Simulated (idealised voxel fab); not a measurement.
Title: Process Module voxel self aligned vias
We display cut, a cross-section 155 nm in width whose square cells are each 5 nm.
Bands, listed from the top down, are how a cross-section gets written in this document; the cross-section itself is a grid of square cells, and a band is one or more rows of them.
Heights first: top, then bottom, in nm. Then materials, left to right, each with a width in nm. "throughout" on a single material: fills the band edge to edge. "blank": empty space.
Ref level 0: as-received wafer is one material below here. Bottom band extends down with no lower bound ("0 -> down").
Quick explanation for "30 to 40": the width changes in equal steps down the rows of cells, from the first number in the band's top row to the second number in its bottom row.
What does "remained unchanged" mean for a step? It means no cell of the cross-section changed in that step.
"Closed void list": sealed empty spaces, 8 cells or more, no open way to top, listed width x height at distance, with distance from the left edge and width, height and distance in nm.
after a step's settings: what the simulator itself notes on the step
The line of a step may include "overlay nm". On a step with a mask, this value is how far to the right of its planned place the mask lay. A negative value means the mask lay to the left.
## List of planned process steps
| 1 | RECEIVE [material Si] |
| 2 | CONFORMAL_DEP [material SiO2] [thk nm 10] |
| 3 | CONFORMAL_DEP [material SiCN] [thk nm 5] |
| 4 | DIRECTIONAL_DEP [material lowk] [thk nm 30] |
| 5 | MASKED_ETCH [tone open] [mask id LINES] [width nm 30] [pitch nm 65] [etch materials lowk] [depth nm 30] [overlay nm 0] |
| 6 | CONFORMAL_DEP [material TiN] [thk nm 5] |
| 7 | FILL_DEP [material Ru] [thk nm 10] |
| 8 | CMP [height nm 45] |
| 9 | SELECTIVE_ETCH [etch materials W Ru TiN] [depth nm 5] |
| 10 | FILL_DEP [material SiN] [thk nm 10] |
| 11 | CMP [height nm 45] |
| 12 | DIRECTIONAL_DEP [material lowk] [thk nm 15] |
| 13 | PATTERN [tone open] [mask id VIAS] [material resist] [width nm 50] [thk nm 15] [overlay nm 0] |
| 14 | DIRECTIONAL_ETCH [etch materials lowk] [depth nm 15] |
| 15 | DIRECTIONAL_ETCH [etch materials SiN] [depth nm 5] |
| 16 | STRIP [etch materials resist] |
| 17 | CONFORMAL_DEP [material TiN] [thk nm 5] |
| 18 | FILL_DEP [material Cu] [thk nm 5] |
| 19 | CMP [height nm 60] |
| 20 | CONFORMAL_DEP [material SiCN] [thk nm 5] |
## The first wafer of two, processed as planned
## Cross-section, incoming material, after step 1
- 0 -> down: Si throughout
- Closed void list: none
## Cross-section of the wafer subsequent to step 2
- 10 -> 0: SiO2 throughout
- Beneath the level 0, the cross-section is identical to its previous state.
## Cross-section of the wafer subsequent to step 3
- 15 -> 10: SiCN throughout
- Beneath the level 10, the cross-section is identical to its previous state.
## Cross-section of the wafer subsequent to step 4
- 45 -> 15: lowk throughout
- Beneath the level 15, the cross-section is identical to its previous state.
## Cross-section of the wafer subsequent to step 5
- 45 -> 15: lowk 30; blank 30; lowk 35; blank 30; lowk 30
- Beneath the level 15, the cross-section is identical to its previous state.
## Cross-section of the wafer subsequent to step 6
- 50 -> 45: TiN 35; blank 20; TiN 45; blank 20; TiN 35
- 45 -> 20: lowk 30; TiN 5; blank 20; TiN 5; lowk 35; TiN 5; blank 20; TiN 5; lowk 30
- 20 -> 15: lowk 30; TiN 30; lowk 35; TiN 30; lowk 30
- Beneath the level 15, the cross-section is identical to its previous state.
## Cross-section of the wafer subsequent to step 7
- 60 -> 50: Ru throughout
- 50 -> 45: TiN 35; Ru 20; TiN 45; Ru 20; TiN 35
- 45 -> 20: lowk 30; TiN 5; Ru 20; TiN 5; lowk 35; TiN 5; Ru 20; TiN 5; lowk 30
- Beneath the level 20, the cross-section is identical to its previous state.
## Cross-section of the wafer subsequent to step 8
- 45 -> 20: lowk 30; TiN 5; Ru 20; TiN 5; lowk 35; TiN 5; Ru 20; TiN 5; lowk 30
- Beneath the level 20, the cross-section is identical to its previous state.
## Cross-section of the wafer subsequent to step 9
- 45 -> 40: lowk 30; blank 30; lowk 35; blank 30; lowk 30
- Beneath the level 40, the cross-section is identical to its previous state.
## Cross-section of the wafer subsequent to step 10
- 55 -> 45: SiN throughout
- 45 -> 40: lowk 30; SiN 30; lowk 35; SiN 30; lowk 30
- Beneath the level 40, the cross-section is identical to its previous state.
## Cross-section of the wafer subsequent to step 11
- 45 -> 40: lowk 30; SiN 30; lowk 35; SiN 30; lowk 30
- Beneath the level 40, the cross-section is identical to its previous state.
## Cross-section of the wafer subsequent to step 12
- 60 -> 45: lowk throughout
- Beneath the level 45, the cross-section is identical to its previous state.
## Cross-section of the wafer subsequent to step 13
- 75 -> 60: resist 20; blank 50; resist 85
- Beneath the level 60, the cross-section is identical to its previous state.
## Cross-section of the wafer subsequent to step 14
- 75 -> 60: resist 20; blank 50; resist 85
- 60 -> 45: lowk 20; blank 50; lowk 85
- Beneath the level 45, the cross-section is identical to its previous state.
## Cross-section of the wafer subsequent to step 15
- 75 -> 60: resist 20; blank 50; resist 85
- 60 -> 45: lowk 20; blank 50; lowk 85
- 45 -> 40: lowk 30; blank 30; lowk 35; SiN 30; lowk 30
- Beneath the level 40, the cross-section is identical to its previous state.
## Cross-section of the wafer subsequent to step 16
- 60 -> 45: lowk 20; blank 50; lowk 85
- Beneath the level 45, the cross-section is identical to its previous state.
## Cross-section of the wafer subsequent to step 17
- 65 -> 60: TiN 25; blank 40; TiN 90
- 60 -> 50: lowk 20; TiN 5; blank 40; TiN 5; lowk 85
- 50 -> 45: lowk 20; TiN 15; blank 20; TiN 15; lowk 85
- 45 -> 40: lowk 30; TiN 30; lowk 35; SiN 30; lowk 30
- Beneath the level 40, the cross-section is identical to its previous state.
## Cross-section of the wafer subsequent to step 18
- 70 -> 65: Cu throughout
- 65 -> 60: TiN 25; Cu 40; TiN 90
- 60 -> 50: lowk 20; TiN 5; Cu 40; TiN 5; lowk 85
- 50 -> 45: lowk 20; TiN 15; Cu 20; TiN 15; lowk 85
- Beneath the level 45, the cross-section is identical to its previous state.
## Cross-section of the wafer subsequent to step 19
- 60 -> 50: lowk 20; TiN 5; Cu 40; TiN 5; lowk 85
- Beneath the level 50, the cross-section is identical to its previous state.
## Cross-section of the wafer subsequent to step 20
- 65 -> 60: SiCN throughout
- Beneath the level 60, the cross-section is identical to its previous state.
## Companion wafer, the second of two: same beginning, same intended sequence, one mistake in carrying it out; through step 2 inclusive it tracks the first exactly
Second wafer at the planned finish of step 3, seen in cross-section: remained unchanged
## Second wafer at the planned finish of step 4, seen in cross-section
- 40 -> 10: lowk throughout
- Beneath the level 10, the cross-section is identical to its previous state.
## Second wafer at the planned finish of step 5, seen in cross-section
- 40 -> 10: lowk 30; blank 30; lowk 35; blank 30; lowk 30
- Beneath the level 10, the cross-section is identical to its previous state.
## Second wafer at the planned finish of step 6, seen in cross-section
- 45 -> 40: TiN 35; blank 20; TiN 45; blank 20; TiN 35
- 40 -> 15: lowk 30; TiN 5; blank 20; TiN 5; lowk 35; TiN 5; blank 20; TiN 5; lowk 30
- 15 -> 10: lowk 30; TiN 30; lowk 35; TiN 30; lowk 30
- Beneath the level 10, the cross-section is identical to its previous state.
## Second wafer at the planned finish of step 7, seen in cross-section
- 55 -> 45: Ru throughout
- 45 -> 40: TiN 35; Ru 20; TiN 45; Ru 20; TiN 35
- 40 -> 15: lowk 30; TiN 5; Ru 20; TiN 5; lowk 35; TiN 5; Ru 20; TiN 5; lowk 30
- Beneath the level 15, the cross-section is identical to its previous state.
## Second wafer at the planned finish of step 8, seen in cross-section
- 45 -> 40: TiN 35; Ru 20; TiN 45; Ru 20; TiN 35
- Beneath the level 40, the cross-section is identical to its previous state.
## Second wafer at the planned finish of step 9, seen in cross-section
- 40 -> 15: lowk 30; TiN 5; Ru 20; TiN 5; lowk 35; TiN 5; Ru 20; TiN 5; lowk 30
- Beneath the level 15, the cross-section is identical to its previous state.
## Second wafer at the planned finish of step 10, seen in cross-section
- 50 -> 40: SiN throughout
- Beneath the level 40, the cross-section is identical to its previous state.
## Second wafer at the planned finish of step 11, seen in cross-section
- 45 -> 40: SiN throughout
- Beneath the level 40, the cross-section is identical to its previous state.
## Second wafer at the planned finish of step 12, seen in cross-section
- 60 -> 45: lowk throughout
- Beneath the level 45, the cross-section is identical to its previous state.
## Second wafer at the planned finish of step 13, seen in cross-section
- 75 -> 60: resist 20; blank 50; resist 85
- Beneath the level 60, the cross-section is identical to its previous state.
## Second wafer at the planned finish of step 14, seen in cross-section
- 75 -> 60: resist 20; blank 50; resist 85
- 60 -> 45: lowk 20; blank 50; lowk 85
- Beneath the level 45, the cross-section is identical to its previous state.
## Second wafer at the planned finish of step 15, seen in cross-section
- 75 -> 60: resist 20; blank 50; resist 85
- 60 -> 45: lowk 20; blank 50; lowk 85
- 45 -> 40: SiN 20; blank 50; SiN 85
- Beneath the level 40, the cross-section is identical to its previous state.
## Second wafer at the planned finish of step 16, seen in cross-section
- 60 -> 45: lowk 20; blank 50; lowk 85
- Beneath the level 45, the cross-section is identical to its previous state.
## Second wafer at the planned finish of step 17, seen in cross-section
- 65 -> 60: TiN 25; blank 40; TiN 90
- 60 -> 45: lowk 20; TiN 5; blank 40; TiN 5; lowk 85
- 45 -> 40: SiN 20; TiN 50; SiN 85
- Beneath the level 40, the cross-section is identical to its previous state.
## Second wafer at the planned finish of step 18, seen in cross-section
- 70 -> 65: Cu throughout
- 65 -> 60: TiN 25; Cu 40; TiN 90
- 60 -> 45: lowk 20; TiN 5; Cu 40; TiN 5; lowk 85
- Beneath the level 45, the cross-section is identical to its previous state.
## Second wafer at the planned finish of step 19, seen in cross-section
- 60 -> 45: lowk 20; TiN 5; Cu 40; TiN 5; lowk 85
- Beneath the level 45, the cross-section is identical to its previous state.
## Second wafer at the planned finish of step 20, seen in cross-section
- 65 -> 60: SiCN throughout
- Beneath the level 60, the cross-section is identical to its previous state.
Deviation noted in wafer processing: step 3 of the plan did not run at all; it was left out
End check, counted in cells, second wafer has more or fewer of these materials than the first: Cu: 4 more, Ru: 8 more, SiCN: 31 fewer, SiN: 15 more, TiN: 4 more
